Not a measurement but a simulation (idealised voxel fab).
process module | voxel spacer lines
cross-section cut | 280 nm wide | cells 5 nm
A cross-section is a grid of square cells, given in bands from the top down. A band is one or more rows of cells.
Each band's line starts with the height of the band's top and of its bottom, in nm. Then come its materials from left to right, each with its width in nm. One material with "throughout" fills the band from edge to edge. "air" is empty space.
Height 0 is the level under which the wafer as received is all one material. The lowest band goes on downwards, as in "0 down".
A width such as "30 to 40" changes by the same amount from each row of cells to the next, from the band's top row to its bottom row.
"no change" after a step means that no cell of the cross-section changed.
closed voids: empty space of 8 cells or more with no open way to the top, each as width x height at its distance from the left edge, in nm
after a step's settings: what the simulator itself notes on the step
overlay nm, on a step with a mask: how far to the right of its planned place the mask lay; to the left if negative
plan
1 op RECEIVE | material Si
2 op CONFORMAL_DEP | material SiO2 | thk nm 5
3 op DIRECTIONAL_DEP | material TiN | thk nm 10
4 op DIRECTIONAL_DEP | material polySi | thk nm 25
5 op PATTERN | tone cover | mask id MANDREL | material resist | width nm 15 | pitch nm 50 | thk nm 30 | overlay nm 0
6 op DIRECTIONAL_ETCH | etch materials polySi | depth nm 25
7 op STRIP | etch materials resist
8 op CONFORMAL_DEP | material SiN | thk nm 10
9 op DIRECTIONAL_ETCH | etch materials SiN | depth nm 10
10 op STRIP | etch materials polySi
11 op DIRECTIONAL_ETCH | etch materials TiN | depth nm 10
12 op STRIP | etch materials SiN
first wafer, as planned
as received, after step 1
  0 down: Si throughout
  closed voids: none
after step 2
  5 to 0: SiO2 throughout
  below 0: unchanged
after step 3
  15 to 5: TiN throughout
  below 5: unchanged
after step 4
  40 to 15: polySi throughout
  below 15: unchanged
after step 5
  70 to 40: air 80 | resist 15 | air 35 | resist 15 | air 35 | resist 15 | air 85
  below 40: unchanged
after step 6
  70 to 40: air 80 | resist 15 | air 35 | resist 15 | air 35 | resist 15 | air 85
  40 to 15: air 80 | polySi 15 | air 35 | polySi 15 | air 35 | polySi 15 | air 85
  below 15: unchanged
after step 7
  40 to 15: air 80 | polySi 15 | air 35 | polySi 15 | air 35 | polySi 15 | air 85
  below 15: unchanged
after step 8
  50 to 40: air 70 | SiN 35 | air 15 | SiN 35 | air 15 | SiN 35 | air 75
  40 to 25: air 70 | SiN 10 | polySi 15 | SiN 10 | air 15 | SiN 10 | polySi 15 | SiN 10 | air 15 | SiN 10 | polySi 15 | SiN 10 | air 75
  25 to 15: SiN 80 | polySi 15 | SiN 35 | polySi 15 | SiN 35 | polySi 15 | SiN 85
  below 15: unchanged
after step 9
  40 to 15: air 70 | SiN 10 | polySi 15 | SiN 10 | air 15 | SiN 10 | polySi 15 | SiN 10 | air 15 | SiN 10 | polySi 15 | SiN 10 | air 75
  below 15: unchanged
after step 10
  40 to 15: air 70 | SiN 10 | air 15 | SiN 10 | air 15 | SiN 10 | air 15 | SiN 10 | air 15 | SiN 10 | air 15 | SiN 10 | air 75
  below 15: unchanged
after step 11
  40 to 15: air 70 | SiN 10 | air 15 | SiN 10 | air 15 | SiN 10 | air 15 | SiN 10 | air 15 | SiN 10 | air 15 | SiN 10 | air 75
  15 to 5: air 70 | TiN 10 | air 15 | TiN 10 | air 15 | TiN 10 | air 15 | TiN 10 | air 15 | TiN 10 | air 15 | TiN 10 | air 75
  below 5: unchanged
after step 12
  15 to 5: air 70 | TiN 10 | air 15 | TiN 10 | air 15 | TiN 10 | air 15 | TiN 10 | air 15 | TiN 10 | air 15 | TiN 10 | air 75
  below 5: unchanged
second wafer: like start, like plan, one mistake. Through step 1 it matches the first wafer
when step 2 should have ended
  10 to 0: TiN throughout
  below 0: unchanged
when step 3 should have ended
  15 to 10: SiO2 throughout
  below 10: unchanged
when step 4 should have ended
  40 to 15: polySi throughout
  below 15: unchanged
when step 5 should have ended
  70 to 40: air 80 | resist 15 | air 35 | resist 15 | air 35 | resist 15 | air 85
  below 40: unchanged
when step 6 should have ended
  70 to 40: air 80 | resist 15 | air 35 | resist 15 | air 35 | resist 15 | air 85
  40 to 15: air 80 | polySi 15 | air 35 | polySi 15 | air 35 | polySi 15 | air 85
  below 15: unchanged
when step 7 should have ended
  40 to 15: air 80 | polySi 15 | air 35 | polySi 15 | air 35 | polySi 15 | air 85
  below 15: unchanged
when step 8 should have ended
  50 to 40: air 70 | SiN 35 | air 15 | SiN 35 | air 15 | SiN 35 | air 75
  40 to 25: air 70 | SiN 10 | polySi 15 | SiN 10 | air 15 | SiN 10 | polySi 15 | SiN 10 | air 15 | SiN 10 | polySi 15 | SiN 10 | air 75
  25 to 15: SiN 80 | polySi 15 | SiN 35 | polySi 15 | SiN 35 | polySi 15 | SiN 85
  below 15: unchanged
when step 9 should have ended
  40 to 15: air 70 | SiN 10 | polySi 15 | SiN 10 | air 15 | SiN 10 | polySi 15 | SiN 10 | air 15 | SiN 10 | polySi 15 | SiN 10 | air 75
  below 15: unchanged
when step 10 should have ended
  40 to 15: air 70 | SiN 10 | air 15 | SiN 10 | air 15 | SiN 10 | air 15 | SiN 10 | air 15 | SiN 10 | air 15 | SiN 10 | air 75
  below 15: unchanged
when step 11 should have ended: no change
when step 12 should have ended
  15 to 10: SiO2 throughout
  below 10: unchanged
what went wrong: steps 2 and 3 were swapped
at the end the second wafer has, in cells: 88 more of TiN
